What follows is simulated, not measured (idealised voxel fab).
Proc. module: voxel wiring stack
Square cells of 5 nm make up the cross-section cut, whose width is 150 nm.
Heads up, the way a cross-section reads in here is a grid of square cells, handed over as bands from the top down, with every band being one or more rows of cells.
Within each band entry, the heights of the top and of the bottom of the band appear first, in that order and in nm; the materials of the band then follow from left to right, each with its corresponding width in nm. The designation "throughout" on a single material indicates that it fills the band from edge to edge; the designation "empty" indicates empty space.
Zero point of the height axis is 0; under it, received wafer = one material. Lowest band: continues down indefinitely, "0 down".
Think of "30->40" as a width that walks from the first number to the second as you go down the band, top row to bottom row, taking equal-sized steps from row to row.
What does "all unchanged" mean for a step? It means no cell of the cross-section changed in that step.
What "Non-vented voids" gives you is every empty space of 8 cells or more that is cut off from the top. Each appears as width x height at distance, with the distance taken from the left edge and width, height and distance all in nm.
Whatever follows a step's settings on its line is a remark the simulator itself makes about that step.
The line of a step may include "overlay nm". On a step with a mask, this value is how far to the right of its planned place the mask lay. A negative value means the mask lay to the left.

### Listed below are the process steps as planned
step 1: RECEIVE with material Si
step 2: CONFORMAL_DEP with material SiO2, thk nm 10
step 3: DIRECTIONAL_DEP with material TiN, thk nm 5
step 4: DIRECTIONAL_DEP with material W, thk nm 20
step 5: MASKED_ETCH with tone cover, mask id METAL_1, width nm 20, pitch nm 35, etch materials W, depth nm 20, overlay nm -15
step 6: MASKED_ETCH with tone cover, mask id METAL_1, width nm 20, pitch nm 35, etch materials TiN, depth nm 5, overlay nm 0
step 7: FILL_DEP with material lowk, thk nm 10
step 8: CMP with height nm 35
step 9: CONFORMAL_DEP with material SiCN, thk nm 5
step 10: DIRECTIONAL_DEP with material SiO2, thk nm 20
step 11: MASKED_ETCH with tone open, mask id PLUG_1, width nm 15, etch materials SiO2, depth nm 20, overlay nm 0
step 12: MASKED_ETCH with tone open, mask id PLUG_1, width nm 15, etch materials SiCN, depth nm 5, overlay nm 0
step 13: CONFORMAL_DEP with material TiN, thk nm 5
step 14: FILL_DEP with material Ru, thk nm 5
step 15: CMP with height nm 60
step 16: CONFORMAL_DEP with material SiCN, thk nm 5
step 17: DIRECTIONAL_DEP with material lowk, thk nm 25
step 18: DIRECTIONAL_DEP with material aC, thk nm 10
step 19: PATTERN with tone open, mask id METAL_2, material resist, width nm 20, pitch nm 35, thk nm 25, overlay nm 0
step 20: DIRECTIONAL_ETCH with etch materials aC, depth nm 10
step 21: STRIP with etch materials resist
step 22: DIRECTIONAL_ETCH with etch materials lowk, depth nm 25
step 23: DIRECTIONAL_ETCH with etch materials SiCN, depth nm 5
step 24: STRIP with etch materials aC
step 25: CONFORMAL_DEP with material TiN, thk nm 5
step 26: FILL_DEP with material Ru, thk nm 5
step 27: CMP with height nm 90
step 28: EPI with material Ru, thk nm 5
step 29: FILL_DEP with material SiCN, thk nm 5
The plan's step 5 overlay nm is the first wafer's value; the wafers differ in this setting and start identical.

### So this is the first of several wafers, cross-sectioned as it came to us, meaning it's at the end of step 1
* 0 down: Si throughout
* Non-vented voids: none

### Per wafer (row), end of module: delta in cells per material since receipt, (+) for gained, (-) for lost; closed voids after that
overlay nm -15, +36 Ru, +97 SiCN, +168 SiO2, +53 TiN, +32 W, +214 lowk, Non-vented voids: none
overlay nm -10, +36 Ru, +97 SiCN, +168 SiO2, +51 TiN, +32 W, +216 lowk, Non-vented voids: none
overlay nm -5, +36 Ru, +97 SiCN, +168 SiO2, +49 TiN, +32 W, +218 lowk, Non-vented voids: none
overlay nm 0, +36 Ru, +97 SiCN, +168 SiO2, +47 TiN, +32 W, +220 lowk, Non-vented voids: none
overlay nm 5, +36 Ru, +97 SiCN, +168 SiO2, +49 TiN, +32 W, +218 lowk, Non-vented voids: none
overlay nm 10, +36 Ru, +97 SiCN, +168 SiO2, +51 TiN, +32 W, +216 lowk, Non-vented voids: none
overlay nm 15, +36 Ru, +97 SiCN, +168 SiO2, +53 TiN, +32 W, +214 lowk, Non-vented voids: none
